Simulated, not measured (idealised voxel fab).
The following is a process module called voxel capacitor over wiring.
Shown is cross-section cut, with a width of 295 nm and square cells of size 5 nm.
In what follows, cross-sections appear as grids of square cells, described through bands that run from the top down, where every band is one or more rows of cells. Heads up on the band format: heights come first, top then bottom, in nm. After that it's the materials left to right, each with its width in nm. A single material flagged "all across" fills the whole band edge to edge, and "blank" means there's empty space there. All heights in this document are referenced to 0, defined as the level beneath which the wafer, as received, consists entirely of one material. The lowest band is not bounded below; it extends indefinitely downward and is written in the form "0 -> down". A width such as "30 to 40" changes by the same amount from each row of cells to the next, from the band's top row to its bottom row. Where the words "remained unchanged" appear for a step, the cross-section shows no cell changed by that step; every cell remained as before. "Sealed cavities" enumerates empty spaces isolated from the top, with no open way to it, that contain at least 8 cells, giving each as width x height at distance from the left edge, all three in nm. Where a step's line continues beyond its settings, the continuation is a remark by the simulator itself on that step. Each step line may optionally specify "overlay nm", which for a step with a mask gives the rightward distance between the mask's planned place and where it lay, a negative value indicating the leftward direction.
PLANNED STEP LIST FOR THE PROCESS
- 1: RECEIVE | material Si
- 2: CONFORMAL_DEP | material SiO2 | thk nm 10
- 3: CONFORMAL_DEP | material SiCN | thk nm 5
- 4: DIRECTIONAL_DEP | material SiO2 | thk nm 25
- 5: PATTERN | tone open | mask id METAL_1 | material resist | width nm 30 | pitch nm 85 | thk nm 20 | overlay nm 0
- 6: DIRECTIONAL_ETCH | etch materials SiO2 | depth nm 25
- 7: DIRECTIONAL_ETCH | etch materials SiCN | depth nm 5
- 8: STRIP | etch materials resist
- 9: CONFORMAL_DEP | material TiN | thk nm 5
- 10: FILL_DEP | material W | thk nm 5
- 11: CMP | height nm 40
- 12: CONFORMAL_DEP | material SiCN | thk nm 5
- 13: DIRECTIONAL_DEP | material SiO2 | thk nm 10
- 14: PATTERN | tone open | mask id PLUG_1 | material resist | width nm 15 | thk nm 15 | overlay nm 0
- 15: DIRECTIONAL_ETCH | etch materials SiO2 | depth nm 10
- 16: DIRECTIONAL_ETCH | etch materials SiCN | depth nm 5
- 17: STRIP | etch materials resist
- 18: CONFORMAL_DEP | material TiN | thk nm 5
- 19: FILL_DEP | material W | thk nm 5
- 20: CMP | height nm 55
- 21: DIRECTIONAL_DEP | material TiN | thk nm 10
- 22: DIRECTIONAL_DEP | material Al2O3 | thk nm 5
- 23: DIRECTIONAL_DEP | material TiN | thk nm 10
- 24: MASKED_ETCH | tone cover | mask id UPPER_PLATE | width nm 60 | etch materials TiN | depth nm 10 | overlay nm 0
- 25: MASKED_ETCH | tone cover | mask id UPPER_PLATE | width nm 60 | etch materials Al2O3 | depth nm 5 | overlay nm 0
- 26: MASKED_ETCH | tone cover | mask id LOWER_PLATE | width nm 70 | etch materials TiN | depth nm 10 | overlay nm 0
- 27: FILL_DEP | material SiO2 | thk nm 15
- 28: CMP | height nm 90
- 29: PATTERN | tone open | mask id PLUG_2 | material resist | width nm 15 | thk nm 15 | overlay nm 0
- 30: DIRECTIONAL_ETCH | etch materials SiO2 | depth nm 10
- 31: STRIP | etch materials resist
- 32: CONFORMAL_DEP | material TiN | thk nm 5
- 33: FILL_DEP | material Cu | thk nm 5
- 34: CMP | height nm 90
- 35: CONFORMAL_DEP | material SiN | thk nm 5
BELOW: THE FIRST OF TWO WAFERS, RUN AS PLANNED
THE CROSS-SECTION HERE SHOWS THE WAFER AS RECEIVED, I.E. IN ITS STATE AFTER STEP 1
  0 -> down = Si all across
  Sealed cavities: none
PRESENTED HERE IS A CROSS-SECTION OF THE WAFER AFTER STEP 2 HAS BEEN PERFORMED
  10 -> 0 = SiO2 all across
  Beneath the level 0, the cross-section is identical to its previous state.
PRESENTED HERE IS A CROSS-SECTION OF THE WAFER AFTER STEP 3 HAS BEEN PERFORMED
  15 -> 10 = SiCN all across
  Beneath the level 10, the cross-section is identical to its previous state.
PRESENTED HERE IS A CROSS-SECTION OF THE WAFER AFTER STEP 4 HAS BEEN PERFORMED
  40 -> 15 = SiO2 all across
  Beneath the level 15, the cross-section is identical to its previous state.
PRESENTED HERE IS A CROSS-SECTION OF THE WAFER AFTER STEP 5 HAS BEEN PERFORMED
  60 -> 40 = resist: 90 / blank: 30 / resist: 55 / blank: 30 / resist: 90
  Beneath the level 40, the cross-section is identical to its previous state.
PRESENTED HERE IS A CROSS-SECTION OF THE WAFER AFTER STEP 6 HAS BEEN PERFORMED
  60 -> 40 = resist: 90 / blank: 30 / resist: 55 / blank: 30 / resist: 90
  40 -> 15 = SiO2: 90 / blank: 30 / SiO2: 55 / blank: 30 / SiO2: 90
  Beneath the level 15, the cross-section is identical to its previous state.
PRESENTED HERE IS A CROSS-SECTION OF THE WAFER AFTER STEP 7 HAS BEEN PERFORMED
  60 -> 40 = resist: 90 / blank: 30 / resist: 55 / blank: 30 / resist: 90
  40 -> 15 = SiO2: 90 / blank: 30 / SiO2: 55 / blank: 30 / SiO2: 90
  15 -> 10 = SiCN: 90 / blank: 30 / SiCN: 55 / blank: 30 / SiCN: 90
  Beneath the level 10, the cross-section is identical to its previous state.
PRESENTED HERE IS A CROSS-SECTION OF THE WAFER AFTER STEP 8 HAS BEEN PERFORMED
  40 -> 15 = SiO2: 90 / blank: 30 / SiO2: 55 / blank: 30 / SiO2: 90
  Beneath the level 15, the cross-section is identical to its previous state.
PRESENTED HERE IS A CROSS-SECTION OF THE WAFER AFTER STEP 9 HAS BEEN PERFORMED
  45 -> 40 = TiN: 95 / blank: 20 / TiN: 65 / blank: 20 / TiN: 95
  40 -> 15 = SiO2: 90 / TiN: 5 / blank: 20 / TiN: 5 / SiO2: 55 / TiN: 5 / blank: 20 / TiN: 5 / SiO2: 90
  15 -> 10 = SiCN: 90 / TiN: 30 / SiCN: 55 / TiN: 30 / SiCN: 90
  Beneath the level 10, the cross-section is identical to its previous state.
PRESENTED HERE IS A CROSS-SECTION OF THE WAFER AFTER STEP 10 HAS BEEN PERFORMED
  50 -> 45 = W all across
  45 -> 40 = TiN: 95 / W: 20 / TiN: 65 / W: 20 / TiN: 95
  40 -> 15 = SiO2: 90 / TiN: 5 / W: 20 / TiN: 5 / SiO2: 55 / TiN: 5 / W: 20 / TiN: 5 / SiO2: 90
  Beneath the level 15, the cross-section is identical to its previous state.
PRESENTED HERE IS A CROSS-SECTION OF THE WAFER AFTER STEP 11 HAS BEEN PERFORMED
  40 -> 15 = SiO2: 90 / TiN: 5 / W: 20 / TiN: 5 / SiO2: 55 / TiN: 5 / W: 20 / TiN: 5 / SiO2: 90
  Beneath the level 15, the cross-section is identical to its previous state.
PRESENTED HERE IS A CROSS-SECTION OF THE WAFER AFTER STEP 12 HAS BEEN PERFORMED
  45 -> 40 = SiCN all across
  Beneath the level 40, the cross-section is identical to its previous state.
PRESENTED HERE IS A CROSS-SECTION OF THE WAFER AFTER STEP 13 HAS BEEN PERFORMED
  55 -> 45 = SiO2 all across
  Beneath the level 45, the cross-section is identical to its previous state.
PRESENTED HERE IS A CROSS-SECTION OF THE WAFER AFTER STEP 14 HAS BEEN PERFORMED
  70 -> 55 = resist: 105 / blank: 15 / resist: 175
  Beneath the level 55, the cross-section is identical to its previous state.
PRESENTED HERE IS A CROSS-SECTION OF THE WAFER AFTER STEP 15 HAS BEEN PERFORMED
  70 -> 55 = resist: 105 / blank: 15 / resist: 175
  55 -> 45 = SiO2: 105 / blank: 15 / SiO2: 175
  Beneath the level 45, the cross-section is identical to its previous state.
PRESENTED HERE IS A CROSS-SECTION OF THE WAFER AFTER STEP 16 HAS BEEN PERFORMED
  70 -> 55 = resist: 105 / blank: 15 / resist: 175
  55 -> 45 = SiO2: 105 / blank: 15 / SiO2: 175
  45 -> 40 = SiCN: 105 / blank: 15 / SiCN: 175
  Beneath the level 40, the cross-section is identical to its previous state.
PRESENTED HERE IS A CROSS-SECTION OF THE WAFER AFTER STEP 17 HAS BEEN PERFORMED
  55 -> 45 = SiO2: 105 / blank: 15 / SiO2: 175
  Beneath the level 45, the cross-section is identical to its previous state.
PRESENTED HERE IS A CROSS-SECTION OF THE WAFER AFTER STEP 18 HAS BEEN PERFORMED
  60 -> 55 = TiN: 110 / blank: 5 / TiN: 180
  55 -> 45 = SiO2: 105 / TiN: 5 / blank: 5 / TiN: 5 / SiO2: 175
  45 -> 40 = SiCN: 105 / TiN: 15 / SiCN: 175
  Beneath the level 40, the cross-section is identical to its previous state.
PRESENTED HERE IS A CROSS-SECTION OF THE WAFER AFTER STEP 19 HAS BEEN PERFORMED
  65 -> 60 = W all across
  60 -> 55 = TiN: 110 / W: 5 / TiN: 180
  55 -> 45 = SiO2: 105 / TiN: 5 / W: 5 / TiN: 5 / SiO2: 175
  Beneath the level 45, the cross-section is identical to its previous state.
PRESENTED HERE IS A CROSS-SECTION OF THE WAFER AFTER STEP 20 HAS BEEN PERFORMED
  55 -> 45 = SiO2: 105 / TiN: 5 / W: 5 / TiN: 5 / SiO2: 175
  Beneath the level 45, the cross-section is identical to its previous state.
PRESENTED HERE IS A CROSS-SECTION OF THE WAFER AFTER STEP 21 HAS BEEN PERFORMED
  65 -> 55 = TiN all across
  Beneath the level 55, the cross-section is identical to its previous state.
PRESENTED HERE IS A CROSS-SECTION OF THE WAFER AFTER STEP 22 HAS BEEN PERFORMED
  70 -> 65 = Al2O3 all across
  Beneath the level 65, the cross-section is identical to its previous state.
PRESENTED HERE IS A CROSS-SECTION OF THE WAFER AFTER STEP 23 HAS BEEN PERFORMED
  80 -> 70 = TiN all across
  Beneath the level 70, the cross-section is identical to its previous state.
PRESENTED HERE IS A CROSS-SECTION OF THE WAFER AFTER STEP 24 HAS BEEN PERFORMED
  80 -> 70 = blank: 105 / TiN: 60 / blank: 130
  Beneath the level 70, the cross-section is identical to its previous state.
PRESENTED HERE IS A CROSS-SECTION OF THE WAFER AFTER STEP 25 HAS BEEN PERFORMED
  80 -> 70 = blank: 105 / TiN: 60 / blank: 130
  70 -> 65 = blank: 105 / Al2O3: 60 / blank: 130
  Beneath the level 65, the cross-section is identical to its previous state.
PRESENTED HERE IS A CROSS-SECTION OF THE WAFER AFTER STEP 26 HAS BEEN PERFORMED
  80 -> 70 = blank: 105 / TiN: 60 / blank: 130
  70 -> 65 = blank: 105 / Al2O3: 60 / blank: 130
  65 -> 55 = blank: 100 / TiN: 70 / blank: 125
  Beneath the level 55, the cross-section is identical to its previous state.
PRESENTED HERE IS A CROSS-SECTION OF THE WAFER AFTER STEP 27 HAS BEEN PERFORMED
  95 -> 80 = SiO2 all across
  80 -> 70 = SiO2: 105 / TiN: 60 / SiO2: 130
  70 -> 65 = SiO2: 105 / Al2O3: 60 / SiO2: 130
  65 -> 55 = SiO2: 100 / TiN: 70 / SiO2: 125
  Beneath the level 55, the cross-section is identical to its previous state.
PRESENTED HERE IS A CROSS-SECTION OF THE WAFER AFTER STEP 28 HAS BEEN PERFORMED
  90 -> 80 = SiO2 all across
  Beneath the level 80, the cross-section is identical to its previous state.
PRESENTED HERE IS A CROSS-SECTION OF THE WAFER AFTER STEP 29 HAS BEEN PERFORMED
  105 -> 90 = resist: 115 / blank: 15 / resist: 165
  Beneath the level 90, the cross-section is identical to its previous state.
PRESENTED HERE IS A CROSS-SECTION OF THE WAFER AFTER STEP 30 HAS BEEN PERFORMED
  105 -> 90 = resist: 115 / blank: 15 / resist: 165
  90 -> 80 = SiO2: 115 / blank: 15 / SiO2: 165
  Beneath the level 80, the cross-section is identical to its previous state.
PRESENTED HERE IS A CROSS-SECTION OF THE WAFER AFTER STEP 31 HAS BEEN PERFORMED
  90 -> 80 = SiO2: 115 / blank: 15 / SiO2: 165
  Beneath the level 80, the cross-section is identical to its previous state.
PRESENTED HERE IS A CROSS-SECTION OF THE WAFER AFTER STEP 32 HAS BEEN PERFORMED
  95 -> 90 = TiN: 120 / blank: 5 / TiN: 170
  90 -> 85 = SiO2: 115 / TiN: 5 / blank: 5 / TiN: 5 / SiO2: 165
  85 -> 80 = SiO2: 115 / TiN: 15 / SiO2: 165
  Beneath the level 80, the cross-section is identical to its previous state.
PRESENTED HERE IS A CROSS-SECTION OF THE WAFER AFTER STEP 33 HAS BEEN PERFORMED
  100 -> 95 = Cu all across
  95 -> 90 = TiN: 120 / Cu: 5 / TiN: 170
  90 -> 85 = SiO2: 115 / TiN: 5 / Cu: 5 / TiN: 5 / SiO2: 165
  Beneath the level 85, the cross-section is identical to its previous state.
PRESENTED HERE IS A CROSS-SECTION OF THE WAFER AFTER STEP 34 HAS BEEN PERFORMED
  90 -> 85 = SiO2: 115 / TiN: 5 / Cu: 5 / TiN: 5 / SiO2: 165
  Beneath the level 85, the cross-section is identical to its previous state.
PRESENTED HERE IS A CROSS-SECTION OF THE WAFER AFTER STEP 35 HAS BEEN PERFORMED
  95 -> 90 = SiN all across
  Beneath the level 90, the cross-section is identical to its previous state.
THE SECOND WAFER WAS PREPARED FROM THE SAME STARTING POINT AND UNDER THE SAME PLAN AS THE FIRST; ITS PROCESSING CONTAINED ONE MISTAKE, AND IT REMAINS INDISTINGUISHABLE FROM THE FIRST WAFER UP TO AND INCLUDING STEP 4
SECOND WAFER AT THE PLANNED FINISH OF STEP 5, SEEN IN CROSS-SECTION
  60 -> 40 = blank: 90 / resist: 30 / blank: 55 / resist: 30 / blank: 90
  Beneath the level 40, the cross-section is identical to its previous state.
SECOND WAFER AT THE PLANNED FINISH OF STEP 6, SEEN IN CROSS-SECTION
  60 -> 40 = blank: 90 / resist: 30 / blank: 55 / resist: 30 / blank: 90
  40 -> 15 = blank: 90 / SiO2: 30 / blank: 55 / SiO2: 30 / blank: 90
  Beneath the level 15, the cross-section is identical to its previous state.
SECOND WAFER AT THE PLANNED FINISH OF STEP 7, SEEN IN CROSS-SECTION
  60 -> 40 = blank: 90 / resist: 30 / blank: 55 / resist: 30 / blank: 90
  40 -> 15 = blank: 90 / SiO2: 30 / blank: 55 / SiO2: 30 / blank: 90
  15 -> 10 = blank: 90 / SiCN: 30 / blank: 55 / SiCN: 30 / blank: 90
  Beneath the level 10, the cross-section is identical to its previous state.
SECOND WAFER AT THE PLANNED FINISH OF STEP 8, SEEN IN CROSS-SECTION
  40 -> 15 = blank: 90 / SiO2: 30 / blank: 55 / SiO2: 30 / blank: 90
  Beneath the level 15, the cross-section is identical to its previous state.
SECOND WAFER AT THE PLANNED FINISH OF STEP 9, SEEN IN CROSS-SECTION
  45 -> 40 = blank: 85 / TiN: 40 / blank: 45 / TiN: 40 / blank: 85
  40 -> 15 = blank: 85 / TiN: 5 / SiO2: 30 / TiN: 5 / blank: 45 / TiN: 5 / SiO2: 30 / TiN: 5 / blank: 85
  15 -> 10 = TiN: 90 / SiCN: 30 / TiN: 55 / SiCN: 30 / TiN: 90
  Beneath the level 10, the cross-section is identical to its previous state.
SECOND WAFER AT THE PLANNED FINISH OF STEP 10, SEEN IN CROSS-SECTION
  50 -> 45 = W all across
  45 -> 40 = W: 85 / TiN: 40 / W: 45 / TiN: 40 / W: 85
  40 -> 15 = W: 85 / TiN: 5 / SiO2: 30 / TiN: 5 / W: 45 / TiN: 5 / SiO2: 30 / TiN: 5 / W: 85
  Beneath the level 15, the cross-section is identical to its previous state.
SECOND WAFER AT THE PLANNED FINISH OF STEP 11, SEEN IN CROSS-SECTION
  40 -> 15 = W: 85 / TiN: 5 / SiO2: 30 / TiN: 5 / W: 45 / TiN: 5 / SiO2: 30 / TiN: 5 / W: 85
  Beneath the level 15, the cross-section is identical to its previous state.
SECOND WAFER AT THE PLANNED FINISH OF STEP 12, SEEN IN CROSS-SECTION
  45 -> 40 = SiCN all across
  Beneath the level 40, the cross-section is identical to its previous state.
SECOND WAFER AT THE PLANNED FINISH OF STEP 13, SEEN IN CROSS-SECTION
  55 -> 45 = SiO2 all across
  Beneath the level 45, the cross-section is identical to its previous state.
SECOND WAFER AT THE PLANNED FINISH OF STEP 14, SEEN IN CROSS-SECTION
  70 -> 55 = resist: 105 / blank: 15 / resist: 175
  Beneath the level 55, the cross-section is identical to its previous state.
SECOND WAFER AT THE PLANNED FINISH OF STEP 15, SEEN IN CROSS-SECTION
  70 -> 55 = resist: 105 / blank: 15 / resist: 175
  55 -> 45 = SiO2: 105 / blank: 15 / SiO2: 175
  Beneath the level 45, the cross-section is identical to its previous state.
SECOND WAFER AT THE PLANNED FINISH OF STEP 16, SEEN IN CROSS-SECTION
  70 -> 55 = resist: 105 / blank: 15 / resist: 175
  55 -> 45 = SiO2: 105 / blank: 15 / SiO2: 175
  45 -> 40 = SiCN: 105 / blank: 15 / SiCN: 175
  Beneath the level 40, the cross-section is identical to its previous state.
SECOND WAFER AT THE PLANNED FINISH OF STEP 17, SEEN IN CROSS-SECTION
  55 -> 45 = SiO2: 105 / blank: 15 / SiO2: 175
  Beneath the level 45, the cross-section is identical to its previous state.
SECOND WAFER AT THE PLANNED FINISH OF STEP 18, SEEN IN CROSS-SECTION
  60 -> 55 = TiN: 110 / blank: 5 / TiN: 180
  55 -> 45 = SiO2: 105 / TiN: 5 / blank: 5 / TiN: 5 / SiO2: 175
  45 -> 40 = SiCN: 105 / TiN: 15 / SiCN: 175
  Beneath the level 40, the cross-section is identical to its previous state.
SECOND WAFER AT THE PLANNED FINISH OF STEP 19, SEEN IN CROSS-SECTION
  65 -> 60 = W all across
  60 -> 55 = TiN: 110 / W: 5 / TiN: 180
  55 -> 45 = SiO2: 105 / TiN: 5 / W: 5 / TiN: 5 / SiO2: 175
  Beneath the level 45, the cross-section is identical to its previous state.
SECOND WAFER AT THE PLANNED FINISH OF STEP 20, SEEN IN CROSS-SECTION
  55 -> 45 = SiO2: 105 / TiN: 5 / W: 5 / TiN: 5 / SiO2: 175
  Beneath the level 45, the cross-section is identical to its previous state.
SECOND WAFER AT THE PLANNED FINISH OF STEP 21, SEEN IN CROSS-SECTION
  65 -> 55 = TiN all across
  Beneath the level 55, the cross-section is identical to its previous state.
SECOND WAFER AT THE PLANNED FINISH OF STEP 22, SEEN IN CROSS-SECTION
  70 -> 65 = Al2O3 all across
  Beneath the level 65, the cross-section is identical to its previous state.
SECOND WAFER AT THE PLANNED FINISH OF STEP 23, SEEN IN CROSS-SECTION
  80 -> 70 = TiN all across
  Beneath the level 70, the cross-section is identical to its previous state.
SECOND WAFER AT THE PLANNED FINISH OF STEP 24, SEEN IN CROSS-SECTION
  80 -> 70 = blank: 105 / TiN: 60 / blank: 130
  Beneath the level 70, the cross-section is identical to its previous state.
SECOND WAFER AT THE PLANNED FINISH OF STEP 25, SEEN IN CROSS-SECTION
  80 -> 70 = blank: 105 / TiN: 60 / blank: 130
  70 -> 65 = blank: 105 / Al2O3: 60 / blank: 130
  Beneath the level 65, the cross-section is identical to its previous state.
SECOND WAFER AT THE PLANNED FINISH OF STEP 26, SEEN IN CROSS-SECTION
  80 -> 70 = blank: 105 / TiN: 60 / blank: 130
  70 -> 65 = blank: 105 / Al2O3: 60 / blank: 130
  65 -> 55 = blank: 100 / TiN: 70 / blank: 125
  Beneath the level 55, the cross-section is identical to its previous state.
SECOND WAFER AT THE PLANNED FINISH OF STEP 27, SEEN IN CROSS-SECTION
  95 -> 80 = SiO2 all across
  80 -> 70 = SiO2: 105 / TiN: 60 / SiO2: 130
  70 -> 65 = SiO2: 105 / Al2O3: 60 / SiO2: 130
  65 -> 55 = SiO2: 100 / TiN: 70 / SiO2: 125
  Beneath the level 55, the cross-section is identical to its previous state.
SECOND WAFER AT THE PLANNED FINISH OF STEP 28, SEEN IN CROSS-SECTION
  90 -> 80 = SiO2 all across
  Beneath the level 80, the cross-section is identical to its previous state.
SECOND WAFER AT THE PLANNED FINISH OF STEP 29, SEEN IN CROSS-SECTION
  105 -> 90 = resist: 115 / blank: 15 / resist: 165
  Beneath the level 90, the cross-section is identical to its previous state.
SECOND WAFER AT THE PLANNED FINISH OF STEP 30, SEEN IN CROSS-SECTION
  105 -> 90 = resist: 115 / blank: 15 / resist: 165
  90 -> 80 = SiO2: 115 / blank: 15 / SiO2: 165
  Beneath the level 80, the cross-section is identical to its previous state.
SECOND WAFER AT THE PLANNED FINISH OF STEP 31, SEEN IN CROSS-SECTION
  90 -> 80 = SiO2: 115 / blank: 15 / SiO2: 165
  Beneath the level 80, the cross-section is identical to its previous state.
SECOND WAFER AT THE PLANNED FINISH OF STEP 32, SEEN IN CROSS-SECTION
  95 -> 90 = TiN: 120 / blank: 5 / TiN: 170
  90 -> 85 = SiO2: 115 / TiN: 5 / blank: 5 / TiN: 5 / SiO2: 165
  85 -> 80 = SiO2: 115 / TiN: 15 / SiO2: 165
  Beneath the level 80, the cross-section is identical to its previous state.
SECOND WAFER AT THE PLANNED FINISH OF STEP 33, SEEN IN CROSS-SECTION
  100 -> 95 = Cu all across
  95 -> 90 = TiN: 120 / Cu: 5 / TiN: 170
  90 -> 85 = SiO2: 115 / TiN: 5 / Cu: 5 / TiN: 5 / SiO2: 165
  Beneath the level 85, the cross-section is identical to its previous state.
SECOND WAFER AT THE PLANNED FINISH OF STEP 34, SEEN IN CROSS-SECTION
  90 -> 85 = SiO2: 115 / TiN: 5 / Cu: 5 / TiN: 5 / SiO2: 165
  Beneath the level 85, the cross-section is identical to its previous state.
SECOND WAFER AT THE PLANNED FINISH OF STEP 35, SEEN IN CROSS-SECTION
  95 -> 90 = SiN all across
  Beneath the level 90, the cross-section is identical to its previous state.
Misprocessing identified: step 5 deviated from plan and actually ran as PATTERN | tone cover | mask id METAL_1 | material resist | width nm 30 | pitch nm 85 | thk nm 20 | overlay nm 0
FYI, end of process, the second wafer has more or fewer cells of some materials than the first: SiCN -35, SiO2 -175, TiN +35, W +175
